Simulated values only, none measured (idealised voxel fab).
Process module name: voxel air gaps
Pictured: cross-section cut, 285 nm wide, on a grid of 5 nm square cells.
Cross-section spec: square-cell grid; bands listed top down; each band is one or more rows. Band: top height; bottom height; in nm. Then, left to right: material with width in nm, for each material. "all across": a single material spanning edge to edge. "blank": empty space. For the purposes of this specification, 0 denotes the height below which the wafer in its as-received condition is composed wholly of one material, and the lowermost band, lacking a lower limit, extends downward without end, as expressed in "from 0 down". Think of "30 to 40" as a width that walks from the first number to the second as you go down the band, top row to bottom row, taking equal-sized steps from row to row. The cross-section has no changed cell in any step marked "no alterations made". "Trapped cavities" means: voids of 8 cells or more that are shut off from the top with no open way through. Written width x height at distance, distance from the left edge, in nm. after a step's settings: what the simulator itself notes on the step. overlay nm: right-of-plan distance of the mask on a masked step; negative values mean left-of-plan.
### List of planned process steps
1) RECEIVE | material Si
2) CONFORMAL_DEP | material SiO2 | thk nm 15
3) CONFORMAL_DEP | material SiN | thk nm 5
4) DIRECTIONAL_DEP | material lowk | thk nm 30
5) MASKED_ETCH | tone open | mask id LINES | width nm 20 | pitch nm 50 | etch materials lowk | depth nm 30 | overlay nm 0
6) CONFORMAL_DEP | material TiN | thk nm 5
7) FILL_DEP | material Cu | thk nm 10
8) CMP | height nm 50
9) EPI | material Ru | thk nm 10
10) SELECTIVE_ETCH | etch materials lowk | depth nm 40
11) CONFORMAL_DEP | material SiN | thk nm 5
### First wafer of two (run as planned)
### Incoming wafer in cross-section (state: after step 1)
    from 0 down  Si all across
    Trapped cavities: none
### Wafer xsec, post step 2
    from 15 to 0  SiO2 all across
    Nothing below the height 0 has changed.
### Wafer xsec, post step 3
    from 20 to 15  SiN all across
    Nothing below the height 15 has changed.
### Wafer xsec, post step 4
    from 50 to 20  lowk all across
    Nothing below the height 20 has changed.
### Wafer xsec, post step 5
    from 50 to 20  lowk (55) / blank (20) / lowk (30) / blank (20) / lowk (30) / blank (20) / lowk (30) / blank (20) / lowk (60)
    Nothing below the height 20 has changed.
### Wafer xsec, post step 6
    from 55 to 50  TiN (60) / blank (10) / TiN (40) / blank (10) / TiN (40) / blank (10) / TiN (40) / blank (10) / TiN (65)
    from 50 to 25  lowk (55) / TiN (5) / blank (10) / TiN (5) / lowk (30) / TiN (5) / blank (10) / TiN (5) / lowk (30) / TiN (5) / blank (10) / TiN (5) / lowk (30) / TiN (5) / blank (10) / TiN (5) / lowk (60)
    from 25 to 20  lowk (55) / TiN (20) / lowk (30) / TiN (20) / lowk (30) / TiN (20) / lowk (30) / TiN (20) / lowk (60)
    Nothing below the height 20 has changed.
### Wafer xsec, post step 7
    from 65 to 55  Cu all across
    from 55 to 50  TiN (60) / Cu (10) / TiN (40) / Cu (10) / TiN (40) / Cu (10) / TiN (40) / Cu (10) / TiN (65)
    from 50 to 25  lowk (55) / TiN (5) / Cu (10) / TiN (5) / lowk (30) / TiN (5) / Cu (10) / TiN (5) / lowk (30) / TiN (5) / Cu (10) / TiN (5) / lowk (30) / TiN (5) / Cu (10) / TiN (5) / lowk (60)
    Nothing below the height 25 has changed.
### Wafer xsec, post step 8
    from 50 to 25  lowk (55) / TiN (5) / Cu (10) / TiN (5) / lowk (30) / TiN (5) / Cu (10) / TiN (5) / lowk (30) / TiN (5) / Cu (10) / TiN (5) / lowk (30) / TiN (5) / Cu (10) / TiN (5) / lowk (60)
    Nothing below the height 25 has changed.
### Wafer xsec, post step 9
    from 60 to 50  blank (45) / Ru (40) / blank (10) / Ru (40) / blank (10) / Ru (40) / blank (10) / Ru (40) / blank (50)
    Nothing below the height 50 has changed.
### Wafer xsec, post step 10
    from 60 to 50  blank (45) / Ru (40) / blank (10) / Ru (40) / blank (10) / Ru (40) / blank (10) / Ru (40) / blank (50)
    from 50 to 25  blank (55) / TiN (5) / Cu (10) / TiN (5) / blank (30) / TiN (5) / Cu (10) / TiN (5) / blank (30) / TiN (5) / Cu (10) / TiN (5) / blank (30) / TiN (5) / Cu (10) / TiN (5) / blank (60)
    from 25 to 20  blank (55) / TiN (20) / blank (30) / TiN (20) / blank (30) / TiN (20) / blank (30) / TiN (20) / blank (60)
    Nothing below the height 20 has changed.
### Wafer xsec, post step 11
    from 65 to 60  blank (40) / SiN (200) / blank (45)
    from 60 to 50  blank (40) / SiN (5) / Ru (40) / SiN (10) / Ru (40) / SiN (10) / Ru (40) / SiN (10) / Ru (40) / SiN (5) / blank (45)
    from 50 to 45  blank (40) / SiN (15) / TiN (5) / Cu (10) / TiN (5) / SiN (30) / TiN (5) / Cu (10) / TiN (5) / SiN (30) / TiN (5) / Cu (10) / TiN (5) / SiN (30) / TiN (5) / Cu (10) / TiN (5) / SiN (15) / blank (45)
    from 45 to 25  blank (50) / SiN (5) / TiN (5) / Cu (10) / TiN (5) / SiN (5) / blank (20) / SiN (5) / TiN (5) / Cu (10) / TiN (5) / SiN (5) / blank (20) / SiN (5) / TiN (5) / Cu (10) / TiN (5) / SiN (5) / blank (20) / SiN (5) / TiN (5) / Cu (10) / TiN (5) / SiN (5) / blank (55)
    from 25 to 20  SiN (55) / TiN (20) / SiN (30) / TiN (20) / SiN (30) / TiN (20) / SiN (30) / TiN (20) / SiN (60)
    Nothing below the height 20 has changed.
    Trapped cavities: 20 x 20 at 80; 20 x 20 at 130; 20 x 20 at 180
### Second wafer: same start and same plan as the first, one execution error; identical to the first through step 4
### Second wafer profile in section, at the moment step 5 of the plan was meant to be complete
    from 50 to 20  lowk (45) / blank (20) / lowk (30) / blank (20) / lowk (30) / blank (20) / lowk (30) / blank (20) / lowk (70)
    Nothing below the height 20 has changed.
### Second wafer profile in section, at the moment step 6 of the plan was meant to be complete
    from 55 to 50  TiN (50) / blank (10) / TiN (40) / blank (10) / TiN (40) / blank (10) / TiN (40) / blank (10) / TiN (75)
    from 50 to 25  lowk (45) / TiN (5) / blank (10) / TiN (5) / lowk (30) / TiN (5) / blank (10) / TiN (5) / lowk (30) / TiN (5) / blank (10) / TiN (5) / lowk (30) / TiN (5) / blank (10) / TiN (5) / lowk (70)
    from 25 to 20  lowk (45) / TiN (20) / lowk (30) / TiN (20) / lowk (30) / TiN (20) / lowk (30) / TiN (20) / lowk (70)
    Nothing below the height 20 has changed.
### Second wafer profile in section, at the moment step 7 of the plan was meant to be complete
    from 65 to 55  Cu all across
    from 55 to 50  TiN (50) / Cu (10) / TiN (40) / Cu (10) / TiN (40) / Cu (10) / TiN (40) / Cu (10) / TiN (75)
    from 50 to 25  lowk (45) / TiN (5) / Cu (10) / TiN (5) / lowk (30) / TiN (5) / Cu (10) / TiN (5) / lowk (30) / TiN (5) / Cu (10) / TiN (5) / lowk (30) / TiN (5) / Cu (10) / TiN (5) / lowk (70)
    Nothing below the height 25 has changed.
### Second wafer profile in section, at the moment step 8 of the plan was meant to be complete
    from 50 to 25  lowk (45) / TiN (5) / Cu (10) / TiN (5) / lowk (30) / TiN (5) / Cu (10) / TiN (5) / lowk (30) / TiN (5) / Cu (10) / TiN (5) / lowk (30) / TiN (5) / Cu (10) / TiN (5) / lowk (70)
    Nothing below the height 25 has changed.
### Second wafer profile in section, at the moment step 9 of the plan was meant to be complete
    from 60 to 50  blank (35) / Ru (40) / blank (10) / Ru (40) / blank (10) / Ru (40) / blank (10) / Ru (40) / blank (60)
    Nothing below the height 50 has changed.
### Second wafer profile in section, at the moment step 10 of the plan was meant to be complete
    from 60 to 50  blank (35) / Ru (40) / blank (10) / Ru (40) / blank (10) / Ru (40) / blank (10) / Ru (40) / blank (60)
    from 50 to 25  blank (45) / TiN (5) / Cu (10) / TiN (5) / blank (30) / TiN (5) / Cu (10) / TiN (5) / blank (30) / TiN (5) / Cu (10) / TiN (5) / blank (30) / TiN (5) / Cu (10) / TiN (5) / blank (70)
    from 25 to 20  blank (45) / TiN (20) / blank (30) / TiN (20) / blank (30) / TiN (20) / blank (30) / TiN (20) / blank (70)
    Nothing below the height 20 has changed.
### Second wafer profile in section, at the moment step 11 of the plan was meant to be complete
    from 65 to 60  blank (30) / SiN (200) / blank (55)
    from 60 to 50  blank (30) / SiN (5) / Ru (40) / SiN (10) / Ru (40) / SiN (10) / Ru (40) / SiN (10) / Ru (40) / SiN (5) / blank (55)
    from 50 to 45  blank (30) / SiN (15) / TiN (5) / Cu (10) / TiN (5) / SiN (30) / TiN (5) / Cu (10) / TiN (5) / SiN (30) / TiN (5) / Cu (10) / TiN (5) / SiN (30) / TiN (5) / Cu (10) / TiN (5) / SiN (15) / blank (55)
    from 45 to 25  blank (40) / SiN (5) / TiN (5) / Cu (10) / TiN (5) / SiN (5) / blank (20) / SiN (5) / TiN (5) / Cu (10) / TiN (5) / SiN (5) / blank (20) / SiN (5) / TiN (5) / Cu (10) / TiN (5) / SiN (5) / blank (20) / SiN (5) / TiN (5) / Cu (10) / TiN (5) / SiN (5) / blank (65)
    from 25 to 20  SiN (45) / TiN (20) / SiN (30) / TiN (20) / SiN (30) / TiN (20) / SiN (30) / TiN (20) / SiN (70)
    Nothing below the height 20 has changed.
    Trapped cavities: 20 x 20 at 70; 20 x 20 at 120; 20 x 20 at 170
Where did the run depart from the plan? heads up, step 5 didn't go per plan, it actually ran as MASKED_ETCH | tone open | mask id LINES | width nm 20 | pitch nm 50 | etch materials lowk | depth nm 30 | overlay nm -10
The two final wafers agree on how many cells each material fills and disagree on which cells those are.
